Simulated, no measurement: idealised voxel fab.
You're looking at the process module voxel tone inversion.
Square cell edge 5 nm, section width 165 nm, ID cut.
How to read a cross-section here: the picture is a grid of square cells, written as bands going from the top down, and any band can span one or more rows of cells. Quick guide to a band line: top height, bottom height (nm) up front; then every material left to right with its width in nm. Only one material and it's marked "full width"? Then it fills the band edge to edge. And "empty" just means empty space. It should be noted that heights are counted from 0, beneath which the wafer as supplied is of one material throughout, and that the lowest band possesses no lower boundary but continues downward, as written in "0 -> down". When a width is written as two numbers, as in "30 to 40", the first number is the width in the top row of cells of the band and the second is the width in its bottom row, and the width changes by the same amount from each row to the next. For the purposes of this document, the phrase "identical to before" attached to a step denotes that no cell within the cross-section was modified by that step. Empty spaces counting at least 8 cells and having no open way to the top are listed in "Closed voids list". The notation width x height at distance is used for each, the distance being from the left edge and all three values in nm. Heads up: the bit after the settings on a step's line is the simulator's remark on that step. overlay nm: mask right of planned place by this much (step with mask). Neg. = left.

THE FOLLOWING LIST GIVES THE PLANNED PROCESS STEPS
1) op RECEIVE | material Si
2) op CONFORMAL_DEP | material SiCN | thk nm 10
3) op DIRECTIONAL_DEP | material aC | thk nm 15
4) op PATTERN | tone cover | mask id POSTS | material resist | width nm 15 | pitch nm 40 | thk nm 25 | overlay nm 0
5) op DIRECTIONAL_ETCH | etch materials aC | depth nm 15
6) op STRIP | etch materials resist
7) op FILL_DEP | material lowk | thk nm 10
8) op CMP | height nm 25
9) op STRIP | etch materials aC

FIRST OF TWO WAFERS - AS PLANNED

CROSS-SECTION OF THE WAFER AS IT CAME TO US, I.E., ALREADY THROUGH STEP 1
* 0 -> down  Si full width
* Closed voids list: none

PRESENTED HERE IS A CROSS-SECTION OF THE WAFER AFTER STEP 2 HAS BEEN PERFORMED
* 10 -> 0  SiCN full width
* Whatever lies below 0 is exactly as it was before.

PRESENTED HERE IS A CROSS-SECTION OF THE WAFER AFTER STEP 3 HAS BEEN PERFORMED
* 25 -> 10  aC full width
* Whatever lies below 10 is exactly as it was before.

PRESENTED HERE IS A CROSS-SECTION OF THE WAFER AFTER STEP 4 HAS BEEN PERFORMED
* 50 -> 25  55 nm empty, then 15 nm resist, then 25 nm empty, then 15 nm resist, then 55 nm empty
* Whatever lies below 25 is exactly as it was before.

PRESENTED HERE IS A CROSS-SECTION OF THE WAFER AFTER STEP 5 HAS BEEN PERFORMED
* 35 -> 25  55 nm empty, then 15 nm resist, then 25 nm empty, then 15 nm resist, then 55 nm empty
* 25 -> 10  55 nm empty, then 15 nm aC, then 25 nm empty, then 15 nm aC, then 55 nm empty
* Whatever lies below 10 is exactly as it was before.

PRESENTED HERE IS A CROSS-SECTION OF THE WAFER AFTER STEP 6 HAS BEEN PERFORMED
* 25 -> 10  55 nm empty, then 15 nm aC, then 25 nm empty, then 15 nm aC, then 55 nm empty
* Whatever lies below 10 is exactly as it was before.

PRESENTED HERE IS A CROSS-SECTION OF THE WAFER AFTER STEP 7 HAS BEEN PERFORMED
* 35 -> 25  lowk full width
* 25 -> 10  55 nm lowk, then 15 nm aC, then 25 nm lowk, then 15 nm aC, then 55 nm lowk
* Whatever lies below 10 is exactly as it was before.

PRESENTED HERE IS A CROSS-SECTION OF THE WAFER AFTER STEP 8 HAS BEEN PERFORMED
* 25 -> 10  55 nm lowk, then 15 nm aC, then 25 nm lowk, then 15 nm aC, then 55 nm lowk
* Whatever lies below 10 is exactly as it was before.

PRESENTED HERE IS A CROSS-SECTION OF THE WAFER AFTER STEP 9 HAS BEEN PERFORMED
* 25 -> 10  55 nm lowk, then 15 nm empty, then 25 nm lowk, then 15 nm empty, then 55 nm lowk
* Whatever lies below 10 is exactly as it was before.

THE REMAINING WAFER, SECOND OF THE TWO, STARTED LIKE THE FIRST AND WAS RUN TO THE SAME PLAN, EXCEPT THAT ONE MISTAKE WAS MADE ALONG THE WAY; THE TWO COINCIDE THROUGH STEP 8, INCLUSIVE

PLANNED END OF STEP 9: SECOND WAFER, CROSS-SECTION
* 25 -> 10  55 nm lowk, then 15 nm empty, then 25 nm lowk, then 15 nm empty, then 55 nm lowk
* Whatever lies below 10 is exactly as it was before.
The plan and the run diverged here: step 9 of the plan was twice carried out
Final cross-sections of the two wafers are identical, so the mistake has no effect on what this model computes.
